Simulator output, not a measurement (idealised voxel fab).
The following is a process module called voxel capacitor over wiring.
Pictured: cross-section cut, 290 nm wide, on a grid of 5 nm square cells.
Cross-sections here: square-cell grids, written as top-down lists of bands, a band being one or more rows of cells. Each band's line starts with the height of the band's top and of its bottom, in nm. Then come its materials from left to right, each with its width in nm. One material with "full width" fills the band from edge to edge. "blank" is empty space. We count height from 0. Below that, the starting wafer is all one material. The lowest band never ends at the bottom but goes on down; see "top 0, no bottom" for how that is written. So if you see something like "30..40" for the width, read it as the top row of the band sitting at the first number and the bottom row at the second, with every row in between moving by the same amount as the last. Any step labelled "no change occurred" changed none of the cells in the cross-section. "Closed empty spaces" means: voids of 8 cells or more that are shut off from the top with no open way through. Written width x height at distance, distance from the left edge, in nm. Whatever follows a step's settings on its line is a remark the simulator itself makes about that step. On any step carrying a mask, the "overlay nm" setting, if present on the step's line, tells how far right of its planned place the mask lay; negative values point to the left.

List of planned process steps
| 1 | op RECEIVE | material Si |
| 2 | op CONFORMAL_DEP | material SiO2 | thk nm 15 |
| 3 | op CONFORMAL_DEP | material SiN | thk nm 5 |
| 4 | op DIRECTIONAL_DEP | material SiO2 | thk nm 25 |
| 5 | op PATTERN | tone open | mask id METAL_1 | material resist | width nm 30 | pitch nm 100 | thk nm 20 | overlay nm 0 |
| 6 | op DIRECTIONAL_ETCH | etch materials SiO2 | depth nm 25 |
| 7 | op DIRECTIONAL_ETCH | etch materials SiN | depth nm 5 |
| 8 | op STRIP | etch materials resist |
| 9 | op CONFORMAL_DEP | material TiN | thk nm 5 |
| 10 | op FILL_DEP | material Cu | thk nm 10 |
| 11 | op CMP | height nm 45 |
| 12 | op CONFORMAL_DEP | material SiCN | thk nm 5 |
| 13 | op DIRECTIONAL_DEP | material SiO2 | thk nm 15 |
| 14 | op MASKED_ETCH | tone open | mask id PLUG_1 | width nm 15 | etch materials SiO2 | depth nm 15 | overlay nm 0 |
| 15 | op MASKED_ETCH | tone open | mask id PLUG_1 | width nm 15 | etch materials SiCN | depth nm 5 | overlay nm 0 |
| 16 | op CONFORMAL_DEP | material TiN | thk nm 5 |
| 17 | op FILL_DEP | material Cu | thk nm 10 |
| 18 | op CMP | height nm 65 |
| 19 | op DIRECTIONAL_DEP | material TiN | thk nm 10 |
| 20 | op DIRECTIONAL_DEP | material Al2O3 | thk nm 5 |
| 21 | op DIRECTIONAL_DEP | material TiN | thk nm 10 |
| 22 | op MASKED_ETCH | tone cover | mask id UPPER_PLATE | width nm 75 | etch materials TiN | depth nm 10 | overlay nm 0 |
| 23 | op MASKED_ETCH | tone cover | mask id UPPER_PLATE | width nm 75 | etch materials Al2O3 | depth nm 5 | overlay nm 0 |
| 24 | op MASKED_ETCH | tone cover | mask id LOWER_PLATE | width nm 85 | etch materials TiN | depth nm 10 | overlay nm 0 |
| 25 | op FILL_DEP | material SiO2 | thk nm 20 |
| 26 | op CMP | height nm 105 |
| 27 | op PATTERN | tone open | mask id PLUG_2 | material resist | width nm 15 | thk nm 20 | overlay nm 0 |
| 28 | op DIRECTIONAL_ETCH | etch materials SiO2 | depth nm 15 |
| 29 | op STRIP | etch materials resist |
| 30 | op CONFORMAL_DEP | material TiN | thk nm 5 |
| 31 | op FILL_DEP | material W | thk nm 5 |
| 32 | op CMP | height nm 105 |
| 33 | op CONFORMAL_DEP | material SiCN | thk nm 5 |

Wafer cross-section on receipt, i.e. after step 1
> top 0, no bottom | Si full width
> Closed empty spaces: none

Cross-section, first of two wafers, end of module, run as planned
> top 110, bottom 105 | SiCN full width
> top 105, bottom 95 | SiO2 105, TiN 5, W 5, TiN 5, SiO2 170
> top 95, bottom 90 | SiO2 105, TiN 15, SiO2 170
> top 90, bottom 80 | SiO2 95, TiN 75, SiO2 120
> top 80, bottom 75 | SiO2 95, Al2O3 75, SiO2 120
> top 75, bottom 65 | SiO2 90, TiN 85, SiO2 115
> top 65, bottom 50 | SiO2 95, TiN 5, Cu 5, TiN 5, SiO2 180
> top 50, bottom 45 | SiCN 95, TiN 15, SiCN 180
> top 45, bottom 20 | SiO2 80, TiN 5, Cu 20, TiN 5, SiO2 70, TiN 5, Cu 20, TiN 5, SiO2 80
> top 20, bottom 15 | SiN 80, TiN 30, SiN 70, TiN 30, SiN 80
> top 15, bottom 0 | SiO2 full width
> top 0, no bottom | Si full width
> Closed empty spaces: none

The second wafer, shown in cross-section after the module: started the same way as the first and given the same plan, yet one mistake crept into how it was run
> top 110, bottom 105 | SiCN full width
> top 105, bottom 95 | SiO2 105, TiN 5, W 5, TiN 5, SiO2 170
> top 95, bottom 90 | SiO2 105, TiN 15, SiO2 170
> top 90, bottom 80 | SiO2 95, TiN 75, SiO2 120
> top 80, bottom 75 | SiO2 95, Al2O3 75, SiO2 120
> top 75, bottom 65 | SiO2 90, TiN 85, SiO2 115
> top 65, bottom 55 | SiO2 90, TiN 5, Cu 15, TiN 5, SiO2 175
> top 55, bottom 50 | SiO2 90, TiN 10, Cu 5, TiN 10, SiO2 175
> top 50, bottom 45 | SiCN 95, TiN 15, SiCN 180
> top 45, bottom 20 | SiO2 80, TiN 5, Cu 20, TiN 5, SiO2 70, TiN 5, Cu 20, TiN 5, SiO2 80
> top 20, bottom 15 | SiN 80, TiN 30, SiN 70, TiN 30, SiN 80
> top 15, bottom 0 | SiO2 full width
> top 0, no bottom | Si full width
> Closed empty spaces: none
Short version of what went wrong: in deviation from the planned setting, step 14 was conducted as op MASKED_ETCH | tone open | mask id PLUG_1 | width nm 25 | etch materials SiO2 | depth nm 15 | overlay nm 0
Final difference in cells, second wafer against first, listed per material as more or fewer: +4 Cu, -6 SiO2, +2 TiN
